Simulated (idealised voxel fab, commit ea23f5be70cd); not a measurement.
process module | voxel capacitor over wiring
cross-section cut | 225 nm wide | cells 5 nm
A cross-section is a grid of square cells, given in bands from the top down. A band is one or more rows of cells.
Each band's line starts with the height of the band's top and of its bottom, in nm. Then come its materials from left to right, each with its width in nm. One material with "throughout" fills the band from edge to edge. "air" is empty space.
Height 0 is the level under which the wafer as received is all one material. The lowest band goes on downwards, as in "0 down".
A width such as "30 to 40" changes by the same amount from each row of cells to the next, from the band's top row to its bottom row.
"no change" after a step means that no cell of the cross-section changed.
closed voids: empty space of 8 cells or more with no open way to the top, each as width x height at its distance from the left edge, in nm
after a step's settings: what the simulator itself notes on the step
overlay nm, on a step with a mask: how far to the right of its planned place the mask lay; to the left if negative
plan
1 op RECEIVE | material Si
2 op CONFORMAL_DEP | material SiO2 | thk nm 15
3 op DIRECTIONAL_DEP | material TiN | thk nm 5
4 op DIRECTIONAL_DEP | material W | thk nm 25
5 op MASKED_ETCH | tone cover | mask id METAL_1 | width nm 30 | pitch nm 95 | etch materials W | depth nm 25 | overlay nm 0
6 op MASKED_ETCH | tone cover | mask id METAL_1 | width nm 30 | pitch nm 95 | etch materials TiN | depth nm 5 | overlay nm 0
7 op CONFORMAL_DEP | material SiN | thk nm 5
8 op FILL_DEP | material SiO2 | thk nm 10
9 op CMP | height nm 45
10 op CONFORMAL_DEP | material SiCN | thk nm 5
11 op DIRECTIONAL_DEP | material lowk | thk nm 20
12 op DIRECTIONAL_DEP | material aC | thk nm 15
13 op PATTERN | tone open | mask id PLUG_1 | material resist | width nm 15 | thk nm 30 | overlay nm 0
14 op DIRECTIONAL_ETCH | etch materials aC | depth nm 15
15 op STRIP | etch materials resist
16 op DIRECTIONAL_ETCH | etch materials lowk | depth nm 20
17 op DIRECTIONAL_ETCH | etch materials SiCN | depth nm 5
18 op STRIP | etch materials aC
19 op EPI | material Ru | thk nm 10
20 op EPI | material Ru | thk nm 10
21 op EPI | material Ru | thk nm 5
22 op DIRECTIONAL_DEP | material TiN | thk nm 10
23 op DIRECTIONAL_DEP | material SiN | thk nm 5
24 op DIRECTIONAL_DEP | material TiN | thk nm 10
25 op DIRECTIONAL_DEP | material aC | thk nm 15
26 op PATTERN | tone cover | mask id UPPER_PLATE | material resist | width nm 70 | thk nm 35 | overlay nm 0
27 op DIRECTIONAL_ETCH | etch materials aC | depth nm 15
28 op STRIP | etch materials resist
29 op DIRECTIONAL_ETCH | etch materials TiN | depth nm 10
30 op DIRECTIONAL_ETCH | etch materials SiN | depth nm 5
31 op STRIP | etch materials aC
32 op DIRECTIONAL_DEP | material aC | thk nm 10
33 op PATTERN | tone cover | mask id LOWER_PLATE | material resist | width nm 80 | thk nm 25 | overlay nm 0
34 op DIRECTIONAL_ETCH | etch materials aC | depth nm 10
35 op STRIP | etch materials resist
36 op DIRECTIONAL_ETCH | etch materials TiN | depth nm 10
37 op STRIP | etch materials aC
38 op FILL_DEP | material SiO2 | thk nm 20
39 op CMP | height nm 110
40 op DIRECTIONAL_DEP | material aC | thk nm 15
41 op PATTERN | tone open | mask id PLUG_2 | material resist | width nm 15 | thk nm 35 | overlay nm 0
42 op DIRECTIONAL_ETCH | etch materials aC | depth nm 15
43 op STRIP | etch materials resist
44 op DIRECTIONAL_ETCH | etch materials SiO2 | depth nm 15
45 op STRIP | etch materials aC
46 op CONFORMAL_DEP | material TiN | thk nm 5
47 op FILL_DEP | material Ru | thk nm 10
48 op CMP | height nm 110
49 op CONFORMAL_DEP | material SiCN | thk nm 5
as received, after step 1
  0 down: Si throughout
  closed voids: none
a wafer at the end: this start, this plan, one mistake
  115 to 110: SiCN throughout
  110 to 105: SiO2 75 | TiN 60 | SiO2 90
  105 to 100: SiO2 75 | TiN 5 | SiN 55 | SiO2 90
  100 to 95: SiO2 60 | TiN 5 | SiO2 10 | TiN 65 | SiO2 85
  95 to 90: SiO2 60 | TiN 80 | SiO2 85
  90 to 85: lowk 65 | TiN 15 | lowk 145
  85 to 80: lowk 65 | SiN 15 | lowk 145
  80 to 70: lowk 65 | TiN 15 | lowk 145
  70 to 50: lowk throughout
  50 to 45: SiCN throughout
  45 to 20: SiO2 45 | SiN 5 | W 30 | SiN 5 | SiO2 55 | SiN 5 | W 30 | SiN 5 | SiO2 45
  20 to 15: SiN 50 | TiN 30 | SiN 65 | TiN 30 | SiN 50
  15 to 0: SiO2 throughout
  0 down: Si throughout
  closed voids: none
what went wrong: step 11 was run twice
